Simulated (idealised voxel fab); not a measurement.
process module | voxel gate over fins
cross-section cut | 185 nm wide | cells 5 nm
A cross-section is a grid of square cells, given in bands from the top down. A band is one or more rows of cells.
Each band's line starts with the height of the band's top and of its bottom, in nm. Then come its materials from left to right, each with its width in nm. One material with "throughout" fills the band from edge to edge. "air" is empty space.
Height 0 is the level under which the wafer as received is all one material. The lowest band goes on downwards, as in "0 down".
A width such as "30 to 40" changes by the same amount from each row of cells to the next, from the band's top row to its bottom row.
"no change" after a step means that no cell of the cross-section changed.
closed voids: empty space of 8 cells or more with no open way to the top, each as width x height at its distance from the left edge, in nm
after a step's settings: what the simulator itself notes on the step
overlay nm, on a step with a mask: how far to the right of its planned place the mask lay; to the left if negative
plan
1 op RECEIVE | material Si
2 op CONFORMAL_DEP | material SiN | thk nm 10
3 op PATTERN | tone cover | mask id FINS | material resist | width nm 15 | pitch nm 45 | thk nm 20 | overlay nm 0
4 op DIRECTIONAL_ETCH | etch materials SiN | depth nm 10
5 op DIRECTIONAL_ETCH | etch materials Si | depth nm 35
6 op STRIP | etch materials resist
7 op FILL_DEP | material SiO2 | thk nm 5
8 op CMP | height nm 10
9 op SELECTIVE_ETCH | etch materials SiO2 | depth nm 20
10 op STRIP | etch materials SiN
11 op CONFORMAL_DEP | material HfO2 | thk nm 5
12 op CONFORMAL_DEP | material TiN | thk nm 5
13 op CONFORMAL_DEP | material TiAl | thk nm 5
14 op CONFORMAL_DEP | material TiN | thk nm 5
15 op FILL_DEP | material W | thk nm 15
16 op CMP | height nm 30
17 op CONFORMAL_DEP | material SiN | thk nm 5
as received, after step 1
  0 down: Si throughout
  closed voids: none
first wafer at the end, as planned
  35 to 30: SiN throughout
  30 to 20: W throughout
  20 to 15: W 40 | TiN 100 | W 45
  15 to 10: W 40 | TiN 5 | TiAl 90 | TiN 5 | W 45
  10 to 5: TiN 45 | TiAl 5 | TiN 35 | TiAl 10 | TiN 35 | TiAl 5 | TiN 50
  5 to 0: TiAl 50 | TiN 5 | HfO2 25 | TiN 5 | TiAl 10 | TiN 5 | HfO2 25 | TiN 5 | TiAl 55
  0 to -5: TiN 55 | HfO2 5 | Si 15 | HfO2 5 | TiN 20 | HfO2 5 | Si 15 | HfO2 5 | TiN 60
  -5 to -10: HfO2 60 | Si 15 | HfO2 30 | Si 15 | HfO2 65
  -10 to -35: SiO2 60 | Si 15 | SiO2 30 | Si 15 | SiO2 65
  -35 down: Si throughout
  closed voids: none
second wafer at the end: like start, like plan, one mistake
  35 to 30: SiN throughout
  30 to 20: W throughout
  20 to 15: W 40 | TiN 100 | W 45
  15 to 10: W 40 | TiN 5 | TiAl 90 | TiN 5 | W 45
  10 to 5: TiN 45 | TiAl 5 | HfO2 35 | TiAl 10 | HfO2 35 | TiAl 5 | TiN 50
  5 to 0: TiAl 50 | HfO2 5 | TiN 25 | HfO2 5 | TiAl 10 | HfO2 5 | TiN 25 | HfO2 5 | TiAl 55
  0 to -5: HfO2 55 | TiN 5 | Si 15 | TiN 5 | HfO2 20 | TiN 5 | Si 15 | TiN 5 | HfO2 60
  -5 to -10: TiN 60 | Si 15 | TiN 30 | Si 15 | TiN 65
  -10 to -35: SiO2 60 | Si 15 | SiO2 30 | Si 15 | SiO2 65
  -35 down: Si throughout
  closed voids: none
what went wrong: steps 11 and 12 were swapped
at the end the second wafer has, in cells: as many of each material as the first, in other places
